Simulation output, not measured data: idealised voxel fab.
Title: Process Module voxel self aligned contacts
Xsec cut, 285 nm wide, square cell size 5 nm.
Just so we're on the same page, the cross-sections are grids of square cells, and they're listed out in bands top to bottom, each band one or more rows deep. The entry gives the band's vertical extent as a top height and a bottom height in nm, then its horizontal make-up as materials from left to right, each with a width in nm. "blank" stands for empty space; a single material marked "edge to edge" fills the band edge to edge. We count height from 0. Below that, the starting wafer is all one material. The lowest band never ends at the bottom but goes on down; see "z 0 and below" for how that is written. A width given as "30 to 40" starts at the first number in the band's top row and ends at the second number in its bottom row, shifting by an equal amount at every step from row to row. Step marked "stayed the same"? Then no cell in the cross-section changed in it. "Trapped cavities": sealed empty spaces, 8 cells or more, no open way to top, listed width x height at distance, with distance from the left edge and width, height and distance in nm. after a step's settings: what the simulator itself notes on the step. overlay nm: for a step with a mask, the amount by which the mask lay right of where it was planned; a negative amount means left of it.
Listed below are the process steps as planned:
1 RECEIVE: material Si
2 OXIDIZE: depth nm 5
3 DIRECTIONAL_DEP: material polySi, thk nm 30
4 DIRECTIONAL_DEP: material SiN, thk nm 20
5 MASKED_ETCH: tone cover, mask id GATE, width nm 25, pitch nm 60, etch materials SiN, depth nm 20, overlay nm -15
6 MASKED_ETCH: tone cover, mask id GATE, width nm 25, pitch nm 60, etch materials polySi, depth nm 30, overlay nm 0
7 CONFORMAL_DEP: material SiN, thk nm 5
8 DIRECTIONAL_ETCH: etch materials SiN, depth nm 5
9 FILL_DEP: material SiO2, thk nm 15
10 CMP: height nm 60
11 DIRECTIONAL_DEP: material aC, thk nm 10
12 PATTERN: tone open, mask id CONTACT, material resist, width nm 45, thk nm 30, overlay nm 0
13 DIRECTIONAL_ETCH: etch materials aC, depth nm 10
14 STRIP: etch materials resist
15 DIRECTIONAL_ETCH: etch materials SiO2, depth nm 65
16 STRIP: etch materials aC
17 CONFORMAL_DEP: material TiN, thk nm 5
18 FILL_DEP: material W, thk nm 10
19 CMP: height nm 60
20 CONFORMAL_DEP: material SiCN, thk nm 5
The wafers are alike at the start. At step 5, their overlay nm differs. The plan lists the first wafer's value.
As-received cross-section, first of several wafers, post step 1:
* z 0 and below | Si edge to edge
* Trapped cavities: none
Last step of the module is step 20; after it, the first of several wafers in cross-section:
* z 65 to 60 | SiCN edge to edge
* z 60 to 50 | 120 of SiO2 / 5 of TiN / 35 to 10 of W / 5 to 30 of TiN / 120 of SiO2
* z 50 to 35 | 80 of SiO2 / 35 of SiN / 5 of SiO2 / 5 of TiN / 10 of W / 5 of TiN / 35 of SiN / 110 of SiO2
* z 35 to 30 | 80 of SiO2 / 35 of SiN / 5 of SiO2 / 20 of TiN / 35 of SiN / 110 of SiO2
* z 30 to 0 | 80 of SiO2 / 5 of SiN / 40 of polySi / 5 of SiN / 10 of TiN / 5 of SiN / 40 of polySi / 5 of SiN / 95 of SiO2
* z 0 to -5 | 130 of SiO2 / 10 of TiN / 145 of SiO2
* z -5 and below | Si edge to edge
* Trapped cavities: none
Cross-sectional view, end of module, last wafer of several:
* z 65 to 60 | SiCN edge to edge
* z 60 to 50 | 120 of SiO2 / 5 to 30 of TiN / 35 to 10 of W / 5 of TiN / 120 of SiO2
* z 50 to 35 | 110 of SiO2 / 35 of SiN / 5 of TiN / 10 of W / 5 of TiN / 5 of SiO2 / 35 of SiN / 80 of SiO2
* z 35 to 30 | 110 of SiO2 / 35 of SiN / 20 of TiN / 5 of SiO2 / 35 of SiN / 80 of SiO2
* z 30 to 0 | 95 of SiO2 / 5 of SiN / 40 of polySi / 5 of SiN / 10 of TiN / 5 of SiN / 40 of polySi / 5 of SiN / 80 of SiO2
* z 0 to -5 | 145 of SiO2 / 10 of TiN / 130 of SiO2
* z -5 and below | Si edge to edge
* Trapped cavities: none
Row per wafer, end-of-module: cell gain (+)/loss (-) by material since the wafer came in, then closed voids:
overlay nm -15; -57 Si; +57 SiCN; +80 SiN; +517 SiO2; +33 TiN; +15 W; +96 polySi; Trapped cavities: none
overlay nm -10; -57 Si; +57 SiCN; +80 SiN; +518 SiO2; +33 TiN; +26 W; +84 polySi; Trapped cavities: none
overlay nm -5; -57 Si; +57 SiCN; +80 SiN; +523 SiO2; +33 TiN; +33 W; +72 polySi; Trapped cavities: none
overlay nm 0; -57 Si; +57 SiCN; +80 SiN; +528 SiO2; +33 TiN; +40 W; +60 polySi; Trapped cavities: none
overlay nm 5; -57 Si; +57 SiCN; +80 SiN; +523 SiO2; +33 TiN; +33 W; +72 polySi; Trapped cavities: none
overlay nm 10; -57 Si; +57 SiCN; +80 SiN; +518 SiO2; +33 TiN; +26 W; +84 polySi; Trapped cavities: none
overlay nm 15; -57 Si; +57 SiCN; +80 SiN; +517 SiO2; +33 TiN; +15 W; +96 polySi; Trapped cavities: none
